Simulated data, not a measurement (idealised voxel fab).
The document below concerns the process module designated voxel quadruple lines.
Cross-section cut: width 290 nm, square cells of 5 nm.
Cross-sections here: square-cell grids, written as top-down lists of bands, a band being one or more rows of cells.
Quick guide to a band line: top height, bottom height (nm) up front; then every material left to right with its width in nm. Only one material and it's marked "full width"? Then it fills the band edge to edge. And "empty" just means empty space.
Heights are measured from 0, the level below which the as-received wafer is all one material; the lowest band has no bottom and continues downward, written as in "0 nm and below".
With a width like "30->40", each row of cells in the band differs from the next by the same amount, the top row carrying the first number and the bottom row the second.
"nothing was modified" -> step changed no cross-section cell.
"Enclosed cavity list" enumerates empty spaces isolated from the top, with no open way to it, that contain at least 8 cells, giving each as width x height at distance from the left edge, all three in nm.
Read whatever lies past the settings on a step's line as the simulator's own remark about the step.
"overlay nm", when on a step's line for a step with a mask, measures how far to the right of its planned place the mask lay; a negative measure means to the left.

**List of planned process steps**
1: RECEIVE [material Si]
2: CONFORMAL_DEP [material SiO2] [thk nm 10]
3: DIRECTIONAL_DEP [material Ru] [thk nm 10]
4: DIRECTIONAL_DEP [material polySi] [thk nm 15]
5: DIRECTIONAL_DEP [material aC] [thk nm 20]
6: PATTERN [tone cover] [mask id MANDREL] [material resist] [width nm 20] [thk nm 25] [overlay nm 0]
7: DIRECTIONAL_ETCH [etch materials aC] [depth nm 20]
8: STRIP [etch materials resist]
9: CONFORMAL_DEP [material SiO2] [thk nm 10]
10: DIRECTIONAL_ETCH [etch materials SiO2] [depth nm 10]
11: STRIP [etch materials aC]
12: DIRECTIONAL_ETCH [etch materials polySi] [depth nm 15]
13: STRIP [etch materials SiO2]
14: CONFORMAL_DEP [material SiCN] [thk nm 5]
15: DIRECTIONAL_ETCH [etch materials SiCN] [depth nm 5]
16: STRIP [etch materials polySi]
17: DIRECTIONAL_ETCH [etch materials Ru] [depth nm 10]
18: STRIP [etch materials SiCN]
19: FILL_DEP [material SiO2] [thk nm 10]
20: CMP [height nm 20]

**The first wafer of two, processed as planned**

**Cross-sectional view of the wafer in its as-received condition, corresponding to the state after step 1**
	0 nm and below | Si full width
	Enclosed cavity list: none

**Upon completion of step 2, the wafer appears in cross-section as shown**
	10 nm to 0 nm | SiO2 full width
	Nothing below the height 0 has changed.

**Upon completion of step 3, the wafer appears in cross-section as shown**
	20 nm to 10 nm | Ru full width
	Nothing below the height 10 has changed.

**Upon completion of step 4, the wafer appears in cross-section as shown**
	35 nm to 20 nm | polySi full width
	Nothing below the height 20 has changed.

**Upon completion of step 5, the wafer appears in cross-section as shown**
	55 nm to 35 nm | aC full width
	Nothing below the height 35 has changed.

**Upon completion of step 6, the wafer appears in cross-section as shown**
	80 nm to 55 nm | empty=135; resist=20; empty=135
	Nothing below the height 55 has changed.

**Upon completion of step 7, the wafer appears in cross-section as shown**
	60 nm to 55 nm | empty=135; resist=20; empty=135
	55 nm to 35 nm | empty=135; aC=20; empty=135
	Nothing below the height 35 has changed.

**Upon completion of step 8, the wafer appears in cross-section as shown**
	55 nm to 35 nm | empty=135; aC=20; empty=135
	Nothing below the height 35 has changed.

**Upon completion of step 9, the wafer appears in cross-section as shown**
	65 nm to 55 nm | empty=125; SiO2=40; empty=125
	55 nm to 45 nm | empty=125; SiO2=10; aC=20; SiO2=10; empty=125
	45 nm to 35 nm | SiO2=135; aC=20; SiO2=135
	Nothing below the height 35 has changed.

**Upon completion of step 10, the wafer appears in cross-section as shown**
	55 nm to 35 nm | empty=125; SiO2=10; aC=20; SiO2=10; empty=125
	Nothing below the height 35 has changed.

**Upon completion of step 11, the wafer appears in cross-section as shown**
	55 nm to 35 nm | empty=125; SiO2=10; empty=20; SiO2=10; empty=125
	Nothing below the height 35 has changed.

**Upon completion of step 12, the wafer appears in cross-section as shown**
	55 nm to 35 nm | empty=125; SiO2=10; empty=20; SiO2=10; empty=125
	35 nm to 20 nm | empty=125; polySi=10; empty=20; polySi=10; empty=125
	Nothing below the height 20 has changed.

**Upon completion of step 13, the wafer appears in cross-section as shown**
	35 nm to 20 nm | empty=125; polySi=10; empty=20; polySi=10; empty=125
	Nothing below the height 20 has changed.

**Upon completion of step 14, the wafer appears in cross-section as shown**
	40 nm to 35 nm | empty=120; SiCN=20; empty=10; SiCN=20; empty=120
	35 nm to 25 nm | empty=120; SiCN=5; polySi=10; SiCN=5; empty=10; SiCN=5; polySi=10; SiCN=5; empty=120
	25 nm to 20 nm | SiCN=125; polySi=10; SiCN=20; polySi=10; SiCN=125
	Nothing below the height 20 has changed.

**Upon completion of step 15, the wafer appears in cross-section as shown**
	35 nm to 20 nm | empty=120; SiCN=5; polySi=10; SiCN=5; empty=10; SiCN=5; polySi=10; SiCN=5; empty=120
	Nothing below the height 20 has changed.

**Upon completion of step 16, the wafer appears in cross-section as shown**
	35 nm to 20 nm | empty=120; SiCN=5; empty=10; SiCN=5; empty=10; SiCN=5; empty=10; SiCN=5; empty=120
	Nothing below the height 20 has changed.

**Upon completion of step 17, the wafer appears in cross-section as shown**
	35 nm to 20 nm | empty=120; SiCN=5; empty=10; SiCN=5; empty=10; SiCN=5; empty=10; SiCN=5; empty=120
	20 nm to 10 nm | empty=120; Ru=5; empty=10; Ru=5; empty=10; Ru=5; empty=10; Ru=5; empty=120
	Nothing below the height 10 has changed.

**Upon completion of step 18, the wafer appears in cross-section as shown**
	20 nm to 10 nm | empty=120; Ru=5; empty=10; Ru=5; empty=10; Ru=5; empty=10; Ru=5; empty=120
	Nothing below the height 10 has changed.

**Upon completion of step 19, the wafer appears in cross-section as shown**
	30 nm to 20 nm | SiO2 full width
	20 nm to 10 nm | SiO2=120; Ru=5; SiO2=10; Ru=5; SiO2=10; Ru=5; SiO2=10; Ru=5; SiO2=120
	Nothing below the height 10 has changed.

**Upon completion of step 20, the wafer appears in cross-section as shown**
	20 nm to 10 nm | SiO2=120; Ru=5; SiO2=10; Ru=5; SiO2=10; Ru=5; SiO2=10; Ru=5; SiO2=120
	Nothing below the height 10 has changed.

**The remaining wafer, second of the two, started like the first and was run to the same plan, except that one mistake was made along the way; the two coincide through step 2, inclusive**

**Planned end of step 3: second wafer, cross-section**
	25 nm to 10 nm | polySi full width
	Nothing below the height 10 has changed.

**Planned end of step 4: second wafer, cross-section**
	35 nm to 25 nm | Ru full width
	Nothing below the height 25 has changed.

**Planned end of step 5: second wafer, cross-section**
	55 nm to 35 nm | aC full width
	Nothing below the height 35 has changed.

**Planned end of step 6: second wafer, cross-section**
	80 nm to 55 nm | empty=135; resist=20; empty=135
	Nothing below the height 55 has changed.

**Planned end of step 7: second wafer, cross-section**
	60 nm to 55 nm | empty=135; resist=20; empty=135
	55 nm to 35 nm | empty=135; aC=20; empty=135
	Nothing below the height 35 has changed.

**Planned end of step 8: second wafer, cross-section**
	55 nm to 35 nm | empty=135; aC=20; empty=135
	Nothing below the height 35 has changed.

**Planned end of step 9: second wafer, cross-section**
	65 nm to 55 nm | empty=125; SiO2=40; empty=125
	55 nm to 45 nm | empty=125; SiO2=10; aC=20; SiO2=10; empty=125
	45 nm to 35 nm | SiO2=135; aC=20; SiO2=135
	Nothing below the height 35 has changed.

**Planned end of step 10: second wafer, cross-section**
	55 nm to 35 nm | empty=125; SiO2=10; aC=20; SiO2=10; empty=125
	Nothing below the height 35 has changed.

**Planned end of step 11: second wafer, cross-section**
	55 nm to 35 nm | empty=125; SiO2=10; empty=20; SiO2=10; empty=125
	Nothing below the height 35 has changed.

Planned end of step 12: second wafer, cross-section: nothing was modified

**Planned end of step 13: second wafer, cross-section**
	35 nm to 25 nm | Ru full width
	Nothing below the height 25 has changed.

**Planned end of step 14: second wafer, cross-section**
	40 nm to 35 nm | SiCN full width
	Nothing below the height 35 has changed.

**Planned end of step 15: second wafer, cross-section**
	35 nm to 25 nm | Ru full width
	Nothing below the height 25 has changed.

Planned end of step 16: second wafer, cross-section: nothing was modified

**Planned end of step 17: second wafer, cross-section**
	25 nm to 10 nm | polySi full width
	Nothing below the height 10 has changed.

Planned end of step 18: second wafer, cross-section: nothing was modified

**Planned end of step 19: second wafer, cross-section**
	35 nm to 25 nm | SiO2 full width
	Nothing below the height 25 has changed.

**Planned end of step 20: second wafer, cross-section**
	20 nm to 10 nm | polySi full width
	Nothing below the height 10 has changed.
In executing the process, a mistake was made relative to the plan: steps 3 and 4 of the plan were each performed in the slot designated for the other
Final cells, second wafer relative to first, materials higher or lower: Ru: 8 fewer; SiO2: 108 fewer; polySi: 116 more
